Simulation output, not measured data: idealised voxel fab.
You're looking at the process module voxel double patterning.
Shown is cross-section cut, with a width of 190 nm and square cells of size 5 nm.
The cross-sections in this document take the form of a grid made of square cells. They are written out as bands, in order from top to bottom. Each band consists of one or more rows of cells. A band entry consists of two parts. The first gives the height of the band's top and the height of its bottom, in nm. The rest lists the band's materials from left to right, each with its width in nm. A single material labelled with the word "everywhere" fills the band from edge to edge, and the word "air" marks empty space. We count height from 0. Below that, the starting wafer is all one material. The lowest band never ends at the bottom but goes on down; see "0 down" for how that is written. A width given as "30 to 40" starts at the first number in the band's top row and ends at the second number in its bottom row, shifting by an equal amount at every step from row to row. What does "remained unchanged" mean for a step? It means no cell of the cross-section changed in that step. Each empty space that has no open way to the top and spans at least 8 cells appears under "Enclosed internal cavities" as width x height at distance, the distance counted from the left edge, all in nm. Whatever follows a step's settings on its line is a remark the simulator itself makes about that step. overlay nm: mask offset rightward from planned place, masked step; negative means leftward offset.
[The process steps that were planned are listed below]
1. op RECEIVE | material Si
2. op CONFORMAL_DEP | material SiO2 | thk nm 5
3. op DIRECTIONAL_DEP | material TiN | thk nm 10
4. op DIRECTIONAL_DEP | material SiN | thk nm 5
5. op PATTERN | tone open | mask id FIRST | material resist | width nm 15 | pitch nm 50 | thk nm 20 | overlay nm 0
6. op DIRECTIONAL_ETCH | etch materials SiN | depth nm 5
7. op STRIP | etch materials resist
8. op DIRECTIONAL_DEP | material aC | thk nm 10
9. op PATTERN | tone open | mask id SECOND | material resist | width nm 15 | thk nm 25 | overlay nm 0
10. op DIRECTIONAL_ETCH | etch materials aC | depth nm 10
11. op STRIP | etch materials resist
12. op DIRECTIONAL_ETCH | etch materials SiN | depth nm 5
13. op STRIP | etch materials aC
14. op DIRECTIONAL_ETCH | etch materials TiN | depth nm 10
15. op STRIP | etch materials SiN
[Cross-section: wafer on arrival = after step 1]
0 down = Si everywhere
Enclosed internal cavities: none
[End-of-module XS, first of two wafers, run as planned]
15 to 5 = 60 TiN / 15 air / 10 TiN / 15 air / 10 TiN / 15 air / 65 TiN
5 to 0 = SiO2 everywhere
0 down = Si everywhere
Enclosed internal cavities: none
[The second wafer, shown in cross-section after the module: started the same way as the first and given the same plan, yet one mistake crept into how it was run]
15 to 5 = 70 TiN / 30 air / 20 TiN / 15 air / 55 TiN
5 to 0 = SiO2 everywhere
0 down = Si everywhere
Enclosed internal cavities: none
In executing the process, a mistake was made relative to the plan: it should be noted that step 5 was executed with settings other than those planned, the operation and settings actually applied being op PATTERN | tone open | mask id FIRST | material resist | width nm 15 | pitch nm 50 | thk nm 20 | overlay nm 10
Heads up: at the end the two wafers have identical cell counts per material, they're just laid out differently.
